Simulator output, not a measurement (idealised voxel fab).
Title: Process Module voxel capacitor over wiring
The cross-section shown here is cut; it is 235 nm wide and divided into square cells measuring 5 nm on a side.
Cross-section, as written here: a square-cell grid given band by band from the top down, where a band holds one or more rows of cells. Read a band's entry like this: the first values are the height of its top and the height of its bottom in nm, and what follows is the sequence of materials from left to right, each with its width in nm. Note that "empty" is empty space, and that a single material marked "everywhere" reaches across the band from edge to edge. Height 0 is the level under which the wafer as received is all one material. The lowest band goes on downwards, as in "0 and below". You'd read "30->40" like this: the band's top row of cells is as wide as the first number, its bottom row is as wide as the second, and going down, every row changes width by the same amount as the row before did. Where the words "no change occurred" appear for a step, the cross-section shows no cell changed by that step; every cell remained as before. "Enclosed empty spaces" specifies each empty space that is not open to the top and that occupies no fewer than 8 cells, using the form width x height at distance, the distance measured from the left edge and all three quantities in nm. What comes after the settings on a step's line is commentary from the simulator itself on that step. overlay nm, on a step with a mask: how far to the right of its planned place the mask lay; to the left if negative.
Listed below are the process steps as planned:
1. RECEIVE | material Si
2. CONFORMAL_DEP | material SiO2 | thk nm 10
3. CONFORMAL_DEP | material SiCN | thk nm 5
4. DIRECTIONAL_DEP | material SiO2 | thk nm 15
5. DIRECTIONAL_DEP | material aC | thk nm 15
6. PATTERN | tone open | mask id METAL_1 | material resist | width nm 20 | pitch nm 80 | thk nm 35 | overlay nm 0
7. DIRECTIONAL_ETCH | etch materials aC | depth nm 15
8. STRIP | etch materials resist
9. DIRECTIONAL_ETCH | etch materials SiO2 | depth nm 15
10. DIRECTIONAL_ETCH | etch materials SiCN | depth nm 5
11. STRIP | etch materials aC
12. CONFORMAL_DEP | material TiN | thk nm 5
13. FILL_DEP | material Cu | thk nm 5
14. CMP | height nm 30
15. CONFORMAL_DEP | material SiCN | thk nm 5
16. DIRECTIONAL_DEP | material SiO2 | thk nm 15
17. PATTERN | tone open | mask id PLUG_1 | material resist | width nm 15 | thk nm 15 | overlay nm 0
18. DIRECTIONAL_ETCH | etch materials SiO2 | depth nm 15
19. DIRECTIONAL_ETCH | etch materials SiCN | depth nm 5
20. STRIP | etch materials resist
21. CONFORMAL_DEP | material TiN | thk nm 5
22. FILL_DEP | material W | thk nm 10
23. CMP | height nm 50
24. DIRECTIONAL_DEP | material TiN | thk nm 10
25. DIRECTIONAL_DEP | material HfO2 | thk nm 5
26. DIRECTIONAL_DEP | material TiN | thk nm 5
27. PATTERN | tone cover | mask id UPPER_PLATE | material resist | width nm 65 | thk nm 20 | overlay nm 0
28. DIRECTIONAL_ETCH | etch materials TiN | depth nm 5
29. DIRECTIONAL_ETCH | etch materials HfO2 | depth nm 5
30. STRIP | etch materials resist
31. PATTERN | tone cover | mask id LOWER_PLATE | material resist | width nm 75 | thk nm 20 | overlay nm 0
32. DIRECTIONAL_ETCH | etch materials TiN | depth nm 10
33. STRIP | etch materials resist
34. FILL_DEP | material SiO2 | thk nm 20
35. CMP | height nm 85
36. PATTERN | tone open | mask id PLUG_2 | material resist | width nm 15 | thk nm 15 | overlay nm 0
37. DIRECTIONAL_ETCH | etch materials SiO2 | depth nm 15
38. STRIP | etch materials resist
39. CONFORMAL_DEP | material TiN | thk nm 5
40. FILL_DEP | material W | thk nm 10
41. CMP | height nm 85
42. CONFORMAL_DEP | material SiN | thk nm 5
So, the first of our two wafers, run just as we planned it:
Wafer at receipt (post step 1), cross-section:
0 and below | Si everywhere
Enclosed empty spaces: none
How the wafer stands in section after step 2:
10 down to 0 | SiO2 everywhere
Below 0 it's all the same as before, nothing changed down there.
How the wafer stands in section after step 3:
15 down to 10 | SiCN everywhere
Below 10 it's all the same as before, nothing changed down there.
How the wafer stands in section after step 4:
30 down to 15 | SiO2 everywhere
Below 15 it's all the same as before, nothing changed down there.
How the wafer stands in section after step 5:
45 down to 30 | aC everywhere
Below 30 it's all the same as before, nothing changed down there.
How the wafer stands in section after step 6:
80 down to 45 | 65 nm resist, 20 nm empty, 60 nm resist, 20 nm empty, 70 nm resist
Below 45 it's all the same as before, nothing changed down there.
How the wafer stands in section after step 7:
65 down to 45 | 65 nm resist, 20 nm empty, 60 nm resist, 20 nm empty, 70 nm resist
45 down to 30 | 65 nm aC, 20 nm empty, 60 nm aC, 20 nm empty, 70 nm aC
Below 30 it's all the same as before, nothing changed down there.
How the wafer stands in section after step 8:
45 down to 30 | 65 nm aC, 20 nm empty, 60 nm aC, 20 nm empty, 70 nm aC
Below 30 it's all the same as before, nothing changed down there.
How the wafer stands in section after step 9:
45 down to 30 | 65 nm aC, 20 nm empty, 60 nm aC, 20 nm empty, 70 nm aC
30 down to 15 | 65 nm SiO2, 20 nm empty, 60 nm SiO2, 20 nm empty, 70 nm SiO2
Below 15 it's all the same as before, nothing changed down there.
How the wafer stands in section after step 10:
45 down to 30 | 65 nm aC, 20 nm empty, 60 nm aC, 20 nm empty, 70 nm aC
30 down to 15 | 65 nm SiO2, 20 nm empty, 60 nm SiO2, 20 nm empty, 70 nm SiO2
15 down to 10 | 65 nm SiCN, 20 nm empty, 60 nm SiCN, 20 nm empty, 70 nm SiCN
Below 10 it's all the same as before, nothing changed down there.
How the wafer stands in section after step 11:
30 down to 15 | 65 nm SiO2, 20 nm empty, 60 nm SiO2, 20 nm empty, 70 nm SiO2
Below 15 it's all the same as before, nothing changed down there.
How the wafer stands in section after step 12:
35 down to 30 | 70 nm TiN, 10 nm empty, 70 nm TiN, 10 nm empty, 75 nm TiN
30 down to 15 | 65 nm SiO2, 5 nm TiN, 10 nm empty, 5 nm TiN, 60 nm SiO2, 5 nm TiN, 10 nm empty, 5 nm TiN, 70 nm SiO2
15 down to 10 | 65 nm SiCN, 20 nm TiN, 60 nm SiCN, 20 nm TiN, 70 nm SiCN
Below 10 it's all the same as before, nothing changed down there.
How the wafer stands in section after step 13:
40 down to 35 | Cu everywhere
35 down to 30 | 70 nm TiN, 10 nm Cu, 70 nm TiN, 10 nm Cu, 75 nm TiN
30 down to 15 | 65 nm SiO2, 5 nm TiN, 10 nm Cu, 5 nm TiN, 60 nm SiO2, 5 nm TiN, 10 nm Cu, 5 nm TiN, 70 nm SiO2
Below 15 it's all the same as before, nothing changed down there.
How the wafer stands in section after step 14:
30 down to 15 | 65 nm SiO2, 5 nm TiN, 10 nm Cu, 5 nm TiN, 60 nm SiO2, 5 nm TiN, 10 nm Cu, 5 nm TiN, 70 nm SiO2
Below 15 it's all the same as before, nothing changed down there.
How the wafer stands in section after step 15:
35 down to 30 | SiCN everywhere
Below 30 it's all the same as before, nothing changed down there.
How the wafer stands in section after step 16:
50 down to 35 | SiO2 everywhere
Below 35 it's all the same as before, nothing changed down there.
How the wafer stands in section after step 17:
65 down to 50 | 70 nm resist, 15 nm empty, 150 nm resist
Below 50 it's all the same as before, nothing changed down there.
How the wafer stands in section after step 18:
65 down to 50 | 70 nm resist, 15 nm empty, 150 nm resist
50 down to 35 | 70 nm SiO2, 15 nm empty, 150 nm SiO2
Below 35 it's all the same as before, nothing changed down there.
How the wafer stands in section after step 19:
65 down to 50 | 70 nm resist, 15 nm empty, 150 nm resist
50 down to 35 | 70 nm SiO2, 15 nm empty, 150 nm SiO2
35 down to 30 | 70 nm SiCN, 15 nm empty, 150 nm SiCN
Below 30 it's all the same as before, nothing changed down there.
How the wafer stands in section after step 20:
50 down to 35 | 70 nm SiO2, 15 nm empty, 150 nm SiO2
Below 35 it's all the same as before, nothing changed down there.
How the wafer stands in section after step 21:
55 down to 50 | 75 nm TiN, 5 nm empty, 155 nm TiN
50 down to 35 | 70 nm SiO2, 5 nm TiN, 5 nm empty, 5 nm TiN, 150 nm SiO2
35 down to 30 | 70 nm SiCN, 15 nm TiN, 150 nm SiCN
Below 30 it's all the same as before, nothing changed down there.
How the wafer stands in section after step 22:
65 down to 55 | W everywhere
55 down to 50 | 75 nm TiN, 5 nm W, 155 nm TiN
50 down to 35 | 70 nm SiO2, 5 nm TiN, 5 nm W, 5 nm TiN, 150 nm SiO2
Below 35 it's all the same as before, nothing changed down there.
How the wafer stands in section after step 23:
50 down to 35 | 70 nm SiO2, 5 nm TiN, 5 nm W, 5 nm TiN, 150 nm SiO2
Below 35 it's all the same as before, nothing changed down there.
How the wafer stands in section after step 24:
60 down to 50 | TiN everywhere
Below 50 it's all the same as before, nothing changed down there.
How the wafer stands in section after step 25:
65 down to 60 | HfO2 everywhere
Below 60 it's all the same as before, nothing changed down there.
How the wafer stands in section after step 26:
70 down to 65 | TiN everywhere
Below 65 it's all the same as before, nothing changed down there.
How the wafer stands in section after step 27:
90 down to 70 | 70 nm empty, 65 nm resist, 100 nm empty
Below 70 it's all the same as before, nothing changed down there.
How the wafer stands in section after step 28:
90 down to 70 | 70 nm empty, 65 nm resist, 100 nm empty
70 down to 65 | 70 nm empty, 65 nm TiN, 100 nm empty
Below 65 it's all the same as before, nothing changed down there.
How the wafer stands in section after step 29:
90 down to 70 | 70 nm empty, 65 nm resist, 100 nm empty
70 down to 65 | 70 nm empty, 65 nm TiN, 100 nm empty
65 down to 60 | 70 nm empty, 65 nm HfO2, 100 nm empty
Below 60 it's all the same as before, nothing changed down there.
How the wafer stands in section after step 30:
70 down to 65 | 70 nm empty, 65 nm TiN, 100 nm empty
Below 65 it's all the same as before, nothing changed down there.
How the wafer stands in section after step 31:
90 down to 70 | 65 nm empty, 75 nm resist, 95 nm empty
70 down to 65 | 65 nm empty, 5 nm resist, 65 nm TiN, 5 nm resist, 95 nm empty
65 down to 60 | 65 nm empty, 5 nm resist, 65 nm HfO2, 5 nm resist, 95 nm empty
Below 60 it's all the same as before, nothing changed down there.
How the wafer stands in section after step 32:
90 down to 70 | 65 nm empty, 75 nm resist, 95 nm empty
70 down to 65 | 65 nm empty, 5 nm resist, 65 nm TiN, 5 nm resist, 95 nm empty
65 down to 60 | 65 nm empty, 5 nm resist, 65 nm HfO2, 5 nm resist, 95 nm empty
60 down to 50 | 65 nm empty, 75 nm TiN, 95 nm empty
Below 50 it's all the same as before, nothing changed down there.
How the wafer stands in section after step 33:
70 down to 65 | 70 nm empty, 65 nm TiN, 100 nm empty
65 down to 60 | 70 nm empty, 65 nm HfO2, 100 nm empty
Below 60 it's all the same as before, nothing changed down there.
How the wafer stands in section after step 34:
90 down to 70 | SiO2 everywhere
70 down to 65 | 70 nm SiO2, 65 nm TiN, 100 nm SiO2
65 down to 60 | 70 nm SiO2, 65 nm HfO2, 100 nm SiO2
60 down to 50 | 65 nm SiO2, 75 nm TiN, 95 nm SiO2
Below 50 it's all the same as before, nothing changed down there.
How the wafer stands in section after step 35:
85 down to 70 | SiO2 everywhere
Below 70 it's all the same as before, nothing changed down there.
How the wafer stands in section after step 36:
100 down to 85 | 80 nm resist, 15 nm empty, 140 nm resist
Below 85 it's all the same as before, nothing changed down there.
How the wafer stands in section after step 37:
100 down to 85 | 80 nm resist, 15 nm empty, 140 nm resist
85 down to 70 | 80 nm SiO2, 15 nm empty, 140 nm SiO2
Below 70 it's all the same as before, nothing changed down there.
How the wafer stands in section after step 38:
85 down to 70 | 80 nm SiO2, 15 nm empty, 140 nm SiO2
Below 70 it's all the same as before, nothing changed down there.
How the wafer stands in section after step 39:
90 down to 85 | 85 nm TiN, 5 nm empty, 145 nm TiN
85 down to 75 | 80 nm SiO2, 5 nm TiN, 5 nm empty, 5 nm TiN, 140 nm SiO2
75 down to 65 | 80->70 nm SiO2, 15->65 nm TiN, 140->100 nm SiO2
Below 65 it's all the same as before, nothing changed down there.
How the wafer stands in section after step 40:
100 down to 90 | W everywhere
90 down to 85 | 85 nm TiN, 5 nm W, 145 nm TiN
85 down to 75 | 80 nm SiO2, 5 nm TiN, 5 nm W, 5 nm TiN, 140 nm SiO2
Below 75 it's all the same as before, nothing changed down there.
How the wafer stands in section after step 41:
85 down to 75 | 80 nm SiO2, 5 nm TiN, 5 nm W, 5 nm TiN, 140 nm SiO2
Below 75 it's all the same as before, nothing changed down there.
How the wafer stands in section after step 42:
90 down to 85 | SiN everywhere
Below 85 it's all the same as before, nothing changed down there.
Here the second wafer is described. Its start and its plan were those of the first wafer. Its run contained one mistake. Up to and including step 5, it did exactly what the first wafer did:
Second wafer: cross-section at the scheduled end of step 6:
80 down to 45 | 75 nm resist, 20 nm empty, 60 nm resist, 20 nm empty, 60 nm resist
Below 45 it's all the same as before, nothing changed down there.
Second wafer: cross-section at the scheduled end of step 7:
65 down to 45 | 75 nm resist, 20 nm empty, 60 nm resist, 20 nm empty, 60 nm resist
45 down to 30 | 75 nm aC, 20 nm empty, 60 nm aC, 20 nm empty, 60 nm aC
Below 30 it's all the same as before, nothing changed down there.
Second wafer: cross-section at the scheduled end of step 8:
45 down to 30 | 75 nm aC, 20 nm empty, 60 nm aC, 20 nm empty, 60 nm aC
Below 30 it's all the same as before, nothing changed down there.
Second wafer: cross-section at the scheduled end of step 9:
45 down to 30 | 75 nm aC, 20 nm empty, 60 nm aC, 20 nm empty, 60 nm aC
30 down to 15 | 75 nm SiO2, 20 nm empty, 60 nm SiO2, 20 nm empty, 60 nm SiO2
Below 15 it's all the same as before, nothing changed down there.
Second wafer: cross-section at the scheduled end of step 10:
45 down to 30 | 75 nm aC, 20 nm empty, 60 nm aC, 20 nm empty, 60 nm aC
30 down to 15 | 75 nm SiO2, 20 nm empty, 60 nm SiO2, 20 nm empty, 60 nm SiO2
15 down to 10 | 75 nm SiCN, 20 nm empty, 60 nm SiCN, 20 nm empty, 60 nm SiCN
Below 10 it's all the same as before, nothing changed down there.
Second wafer: cross-section at the scheduled end of step 11:
30 down to 15 | 75 nm SiO2, 20 nm empty, 60 nm SiO2, 20 nm empty, 60 nm SiO2
Below 15 it's all the same as before, nothing changed down there.
Second wafer: cross-section at the scheduled end of step 12:
35 down to 30 | 80 nm TiN, 10 nm empty, 70 nm TiN, 10 nm empty, 65 nm TiN
30 down to 15 | 75 nm SiO2, 5 nm TiN, 10 nm empty, 5 nm TiN, 60 nm SiO2, 5 nm TiN, 10 nm empty, 5 nm TiN, 60 nm SiO2
15 down to 10 | 75 nm SiCN, 20 nm TiN, 60 nm SiCN, 20 nm TiN, 60 nm SiCN
Below 10 it's all the same as before, nothing changed down there.
Second wafer: cross-section at the scheduled end of step 13:
40 down to 35 | Cu everywhere
35 down to 30 | 80 nm TiN, 10 nm Cu, 70 nm TiN, 10 nm Cu, 65 nm TiN
30 down to 15 | 75 nm SiO2, 5 nm TiN, 10 nm Cu, 5 nm TiN, 60 nm SiO2, 5 nm TiN, 10 nm Cu, 5 nm TiN, 60 nm SiO2
Below 15 it's all the same as before, nothing changed down there.
Second wafer: cross-section at the scheduled end of step 14:
30 down to 15 | 75 nm SiO2, 5 nm TiN, 10 nm Cu, 5 nm TiN, 60 nm SiO2, 5 nm TiN, 10 nm Cu, 5 nm TiN, 60 nm SiO2
Below 15 it's all the same as before, nothing changed down there.
Second wafer: cross-section at the scheduled end of step 15:
35 down to 30 | SiCN everywhere
Below 30 it's all the same as before, nothing changed down there.
Second wafer: cross-section at the scheduled end of step 16:
50 down to 35 | SiO2 everywhere
Below 35 it's all the same as before, nothing changed down there.
Second wafer: cross-section at the scheduled end of step 17:
65 down to 50 | 70 nm resist, 15 nm empty, 150 nm resist
Below 50 it's all the same as before, nothing changed down there.
Second wafer: cross-section at the scheduled end of step 18:
65 down to 50 | 70 nm resist, 15 nm empty, 150 nm resist
50 down to 35 | 70 nm SiO2, 15 nm empty, 150 nm SiO2
Below 35 it's all the same as before, nothing changed down there.
Second wafer: cross-section at the scheduled end of step 19:
65 down to 50 | 70 nm resist, 15 nm empty, 150 nm resist
50 down to 35 | 70 nm SiO2, 15 nm empty, 150 nm SiO2
35 down to 30 | 70 nm SiCN, 15 nm empty, 150 nm SiCN
Below 30 it's all the same as before, nothing changed down there.
Second wafer: cross-section at the scheduled end of step 20:
50 down to 35 | 70 nm SiO2, 15 nm empty, 150 nm SiO2
Below 35 it's all the same as before, nothing changed down there.
Second wafer: cross-section at the scheduled end of step 21:
55 down to 50 | 75 nm TiN, 5 nm empty, 155 nm TiN
50 down to 35 | 70 nm SiO2, 5 nm TiN, 5 nm empty, 5 nm TiN, 150 nm SiO2
35 down to 30 | 70 nm SiCN, 15 nm TiN, 150 nm SiCN
Below 30 it's all the same as before, nothing changed down there.
Second wafer: cross-section at the scheduled end of step 22:
65 down to 55 | W everywhere
55 down to 50 | 75 nm TiN, 5 nm W, 155 nm TiN
50 down to 35 | 70 nm SiO2, 5 nm TiN, 5 nm W, 5 nm TiN, 150 nm SiO2
Below 35 it's all the same as before, nothing changed down there.
Second wafer: cross-section at the scheduled end of step 23:
50 down to 35 | 70 nm SiO2, 5 nm TiN, 5 nm W, 5 nm TiN, 150 nm SiO2
Below 35 it's all the same as before, nothing changed down there.
Second wafer: cross-section at the scheduled end of step 24:
60 down to 50 | TiN everywhere
Below 50 it's all the same as before, nothing changed down there.
Second wafer: cross-section at the scheduled end of step 25:
65 down to 60 | HfO2 everywhere
Below 60 it's all the same as before, nothing changed down there.
Second wafer: cross-section at the scheduled end of step 26:
70 down to 65 | TiN everywhere
Below 65 it's all the same as before, nothing changed down there.
Second wafer: cross-section at the scheduled end of step 27:
90 down to 70 | 70 nm empty, 65 nm resist, 100 nm empty
Below 70 it's all the same as before, nothing changed down there.
Second wafer: cross-section at the scheduled end of step 28:
90 down to 70 | 70 nm empty, 65 nm resist, 100 nm empty
70 down to 65 | 70 nm empty, 65 nm TiN, 100 nm empty
Below 65 it's all the same as before, nothing changed down there.
Second wafer: cross-section at the scheduled end of step 29:
90 down to 70 | 70 nm empty, 65 nm resist, 100 nm empty
70 down to 65 | 70 nm empty, 65 nm TiN, 100 nm empty
65 down to 60 | 70 nm empty, 65 nm HfO2, 100 nm empty
Below 60 it's all the same as before, nothing changed down there.
Second wafer: cross-section at the scheduled end of step 30:
70 down to 65 | 70 nm empty, 65 nm TiN, 100 nm empty
Below 65 it's all the same as before, nothing changed down there.
Second wafer: cross-section at the scheduled end of step 31:
90 down to 70 | 65 nm empty, 75 nm resist, 95 nm empty
70 down to 65 | 65 nm empty, 5 nm resist, 65 nm TiN, 5 nm resist, 95 nm empty
65 down to 60 | 65 nm empty, 5 nm resist, 65 nm HfO2, 5 nm resist, 95 nm empty
Below 60 it's all the same as before, nothing changed down there.
Second wafer: cross-section at the scheduled end of step 32:
90 down to 70 | 65 nm empty, 75 nm resist, 95 nm empty
70 down to 65 | 65 nm empty, 5 nm resist, 65 nm TiN, 5 nm resist, 95 nm empty
65 down to 60 | 65 nm empty, 5 nm resist, 65 nm HfO2, 5 nm resist, 95 nm empty
60 down to 50 | 65 nm empty, 75 nm TiN, 95 nm empty
Below 50 it's all the same as before, nothing changed down there.
Second wafer: cross-section at the scheduled end of step 33:
70 down to 65 | 70 nm empty, 65 nm TiN, 100 nm empty
65 down to 60 | 70 nm empty, 65 nm HfO2, 100 nm empty
Below 60 it's all the same as before, nothing changed down there.
Second wafer: cross-section at the scheduled end of step 34:
90 down to 70 | SiO2 everywhere
70 down to 65 | 70 nm SiO2, 65 nm TiN, 100 nm SiO2
65 down to 60 | 70 nm SiO2, 65 nm HfO2, 100 nm SiO2
60 down to 50 | 65 nm SiO2, 75 nm TiN, 95 nm SiO2
Below 50 it's all the same as before, nothing changed down there.
Second wafer: cross-section at the scheduled end of step 35:
85 down to 70 | SiO2 everywhere
Below 70 it's all the same as before, nothing changed down there.
Second wafer: cross-section at the scheduled end of step 36:
100 down to 85 | 80 nm resist, 15 nm empty, 140 nm resist
Below 85 it's all the same as before, nothing changed down there.
Second wafer: cross-section at the scheduled end of step 37:
100 down to 85 | 80 nm resist, 15 nm empty, 140 nm resist
85 down to 70 | 80 nm SiO2, 15 nm empty, 140 nm SiO2
Below 70 it's all the same as before, nothing changed down there.
Second wafer: cross-section at the scheduled end of step 38:
85 down to 70 | 80 nm SiO2, 15 nm empty, 140 nm SiO2
Below 70 it's all the same as before, nothing changed down there.
Second wafer: cross-section at the scheduled end of step 39:
90 down to 85 | 85 nm TiN, 5 nm empty, 145 nm TiN
85 down to 75 | 80 nm SiO2, 5 nm TiN, 5 nm empty, 5 nm TiN, 140 nm SiO2
75 down to 65 | 80->70 nm SiO2, 15->65 nm TiN, 140->100 nm SiO2
Below 65 it's all the same as before, nothing changed down there.
Second wafer: cross-section at the scheduled end of step 40:
100 down to 90 | W everywhere
90 down to 85 | 85 nm TiN, 5 nm W, 145 nm TiN
85 down to 75 | 80 nm SiO2, 5 nm TiN, 5 nm W, 5 nm TiN, 140 nm SiO2
Below 75 it's all the same as before, nothing changed down there.
Second wafer: cross-section at the scheduled end of step 41:
85 down to 75 | 80 nm SiO2, 5 nm TiN, 5 nm W, 5 nm TiN, 140 nm SiO2
Below 75 it's all the same as before, nothing changed down there.
Second wafer: cross-section at the scheduled end of step 42:
90 down to 85 | SiN everywhere
Below 85 it's all the same as before, nothing changed down there.
Plan not followed: step 6 went in with a setting other than planned; the actual run was PATTERN | tone open | mask id METAL_1 | material resist | width nm 20 | pitch nm 80 | thk nm 35 | overlay nm 10
Same inventory, different map: at the end, the second wafer holds as many cells of each material as the first, placed elsewhere.
